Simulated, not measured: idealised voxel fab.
You're looking at the process module voxel gate over fins.
Section cut is 280 nm wide and gridded with 5 nm square cells.
A cross-section in this document is a grid of square cells, and it is written down as bands, the top band listed before the ones below it; a band is made up of one or more rows of cells.
Quick guide to a band line: top height, bottom height (nm) up front; then every material left to right with its width in nm. Only one material and it's marked "all across"? Then it fills the band edge to edge. And "empty" just means empty space.
Convention: height 0 is the level below which the wafer, as received, is all one material. The lowest band does not terminate at the bottom but continues downward, represented as "from 0 down".
Width "30 to 40": first value at the band's top row of cells, second value at its bottom row, equal change from row to row.
The designation "changes: none", where it is given for a processing step, indicates that no cell of the cross-section was altered in the course of that step.
Under "Fully sealed voids" you'll find the enclosed gaps, the ones with no way out to the top, that are 8 cells or bigger; each reads width x height at distance, with distance counted from the left edge, everything in nm.
What comes after the settings on a step's line is commentary from the simulator itself on that step.
overlay nm: mask offset rightward from planned place, masked step; negative means leftward offset.

Process steps foreseen in the plan
1. RECEIVE [material Si]
2. CONFORMAL_DEP [material SiN] [thk nm 5]
3. PATTERN [tone cover] [mask id FINS] [material resist] [width nm 15] [pitch nm 45] [thk nm 20] [overlay nm 0]
4. DIRECTIONAL_ETCH [etch materials SiN] [depth nm 5]
5. DIRECTIONAL_ETCH [etch materials Si] [depth nm 30]
6. STRIP [etch materials resist]
7. FILL_DEP [material SiO2] [thk nm 5]
8. CMP [height nm 5]
9. SELECTIVE_ETCH [etch materials SiO2] [depth nm 15]
10. STRIP [etch materials SiN]
11. CONFORMAL_DEP [material HfO2] [thk nm 5]
12. CONFORMAL_DEP [material TiN] [thk nm 5]
13. FILL_DEP [material W] [thk nm 10]
14. CMP [height nm 15]
15. CONFORMAL_DEP [material SiCN] [thk nm 5]

As received, after step 1
from 0 down  Si all across
Fully sealed voids: none

Cross-section at module end, one run error; start and plan unchanged from above
from 20 to 15  SiCN all across
from 15 to 10  W all across
from 10 to 5  TiN all across
from 5 to 0  HfO2 115, TiN 5, HfO2 40, TiN 5, HfO2 115
from 0 to -5  Si 110, HfO2 5, TiN 5, HfO2 5, Si 30, HfO2 5, TiN 5, HfO2 5, Si 110
from -5 to -10  Si 110, HfO2 15, Si 30, HfO2 15, Si 110
from -10 to -30  Si 110, SiO2 15, Si 30, SiO2 15, Si 110
from -30 down  Si all across
Fully sealed voids: none
Which mistake was made when the wafer was run? step 3 off recipe, ran as PATTERN [tone open] [mask id FINS] [material resist] [width nm 15] [pitch nm 45] [thk nm 20] [overlay nm 0]
